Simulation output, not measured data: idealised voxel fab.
The following is a process module called voxel ribs on slabs.
We display cut, a cross-section 150 nm in width whose square cells are each 5 nm.
If you're reading a cross-section in this doc, picture square cells in a grid; it comes to you as bands, top ones listed first down to the bottom, and a band can be one or more rows of cells. Top, bottom (nm), then materials left to right with widths (nm); lone material tagged "all across" fills the whole band edge to edge; "air" = empty space. All heights in this document are referenced to 0, defined as the level beneath which the wafer, as received, consists entirely of one material. The lowest band is not bounded below; it extends indefinitely downward and is written in the form "0 nm and below". With a width like "30..40", each row of cells in the band differs from the next by the same amount, the top row carrying the first number and the bottom row the second. Take "no alteration" at face value: in the step it is given for, the cross-section changed in none of its cells. "Fully sealed cavities" contains a list of empty spaces, each no smaller than 8 cells and without an open way to the top, written in the form width x height at distance with the distance from the left edge and all three in nm. after a step's settings: what the simulator itself notes on the step. overlay nm: for a step with a mask, the amount by which the mask lay right of where it was planned; a negative amount means left of it.
[The process steps that were planned are listed below]
1: RECEIVE with material Si
2: DIRECTIONAL_DEP with material SiO2, thk nm 20
3: DIRECTIONAL_DEP with material polySi, thk nm 20
4: MASKED_ETCH with tone cover, mask id RIB, width nm 15, etch materials polySi, depth nm 5, overlay nm 0
5: DIRECTIONAL_DEP with material aC, thk nm 15
6: PATTERN with tone cover, mask id SLAB, material resist, width nm 45, thk nm 30, overlay nm 0
7: DIRECTIONAL_ETCH with etch materials aC, depth nm 15
8: STRIP with etch materials resist
9: DIRECTIONAL_ETCH with etch materials polySi, depth nm 15
10: STRIP with etch materials aC
11: FILL_DEP with material SiO2, thk nm 20
12: CMP with height nm 50
13: DIRECTIONAL_DEP with material TiN, thk nm 10
14: PATTERN with tone cover, mask id HEATER, material resist, width nm 25, thk nm 15, overlay nm 0
15: DIRECTIONAL_ETCH with etch materials TiN, depth nm 10
16: STRIP with etch materials resist
17: CONFORMAL_DEP with material SiN, thk nm 10
[As-received state of the wafer in cross-section, equivalent to post-step 1]
> 0 nm and below = Si all across
> Fully sealed cavities: none
[Here's the cross-section of the first of our two wafers at the end of the module - it ran as planned]
> 70 nm to 60 nm = air: 50; SiN: 45; air: 55
> 60 nm to 50 nm = SiN: 60; TiN: 25; SiN: 65
> 50 nm to 40 nm = SiO2 all across
> 40 nm to 35 nm = SiO2: 65; polySi: 15; SiO2: 70
> 35 nm to 20 nm = SiO2: 50; polySi: 45; SiO2: 55
> 20 nm to 0 nm = SiO2 all across
> 0 nm and below = Si all across
> Fully sealed cavities: none
[End-of-module cross-section of the second wafer: identical starting point and process plan to the first, with one processing mistake]
> 70 nm to 60 nm = air: 50; SiN: 45; air: 55
> 60 nm to 50 nm = SiN: 60; TiN: 25; SiN: 65
> 50 nm to 40 nm = SiO2 all across
> 40 nm to 35 nm = SiO2: 50; polySi: 15; SiO2: 15; polySi: 15; SiO2: 55
> 35 nm to 25 nm = SiO2: 50; polySi: 45; SiO2: 55
> 25 nm to 20 nm = polySi all across
> 20 nm to 0 nm = SiO2 all across
> 0 nm and below = Si all across
> Fully sealed cavities: none
Here's what went sideways: contrary to plan, step 4 was performed as MASKED_ETCH with tone open, mask id RIB, width nm 15, etch materials polySi, depth nm 5, overlay nm 0
End of process, cell counts, second wafer against first, materials with more or fewer: SiO2 -24, polySi +24
